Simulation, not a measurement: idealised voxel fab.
Title: Process Module voxel spacer lines
Each square cell in cross-section cut measures 5 nm, and the section as a whole is 220 nm wide.
How to read a cross-section here: the picture is a grid of square cells, written as bands going from the top down, and any band can span one or more rows of cells. A band entry consists of two parts. The first gives the height of the band's top and the height of its bottom, in nm. The rest lists the band's materials from left to right, each with its width in nm. A single material labelled with the word "edge to edge" fills the band from edge to edge, and the word "empty" marks empty space. All heights in this document are referenced to 0, defined as the level beneath which the wafer, as received, consists entirely of one material. The lowest band is not bounded below; it extends indefinitely downward and is written in the form "top 0, no bottom". Per-row width for "30 to 40": begins at first number (top row of band), ends at second number (bottom row), increment between rows held constant. Any step labelled "remains unaltered" changed none of the cells in the cross-section. "Trapped cavities" enumerates empty spaces isolated from the top, with no open way to it, that contain at least 8 cells, giving each as width x height at distance from the left edge, all three in nm. If you see something after the settings on a step's line, that's the simulator's own remark about that step. The optional step-line setting "overlay nm" applies to steps with a mask and quantifies how far to the right of its planned location the mask lay, a negative value indicating leftward placement.

Below is the list of planned process steps
1) op RECEIVE | material Si
2) op CONFORMAL_DEP | material Al2O3 | thk nm 5
3) op DIRECTIONAL_DEP | material W | thk nm 10
4) op DIRECTIONAL_DEP | material aC | thk nm 20
5) op PATTERN | tone cover | mask id MANDREL | material resist | width nm 15 | pitch nm 60 | thk nm 30 | overlay nm 0
6) op DIRECTIONAL_ETCH | etch materials aC | depth nm 20
7) op STRIP | etch materials resist
8) op CONFORMAL_DEP | material SiO2 | thk nm 15
9) op DIRECTIONAL_ETCH | etch materials SiO2 | depth nm 15
10) op STRIP | etch materials aC
11) op DIRECTIONAL_ETCH | etch materials W | depth nm 10
12) op STRIP | etch materials SiO2
13) op FILL_DEP | material SiO2 | thk nm 10
14) op CMP | height nm 15

As-received wafer cross-section (after step 1)
* top 0, no bottom = Si edge to edge
* Trapped cavities: none

The module was run from the start shown above using the plan shown above, but one mistake was made doing it; the resulting wafer cross-section is below
* top 15, bottom 5 = SiO2=60; W=15; SiO2=15; W=15; SiO2=15; W=15; SiO2=15; W=15; SiO2=55
* top 5, bottom 0 = Al2O3 edge to edge
* top 0, no bottom = Si edge to edge
* Trapped cavities: none
Deviation from plan: step 5 ran with different settings than intended, the actual operation and settings being op PATTERN | tone cover | mask id MANDREL | material resist | width nm 15 | pitch nm 60 | thk nm 30 | overlay nm 5
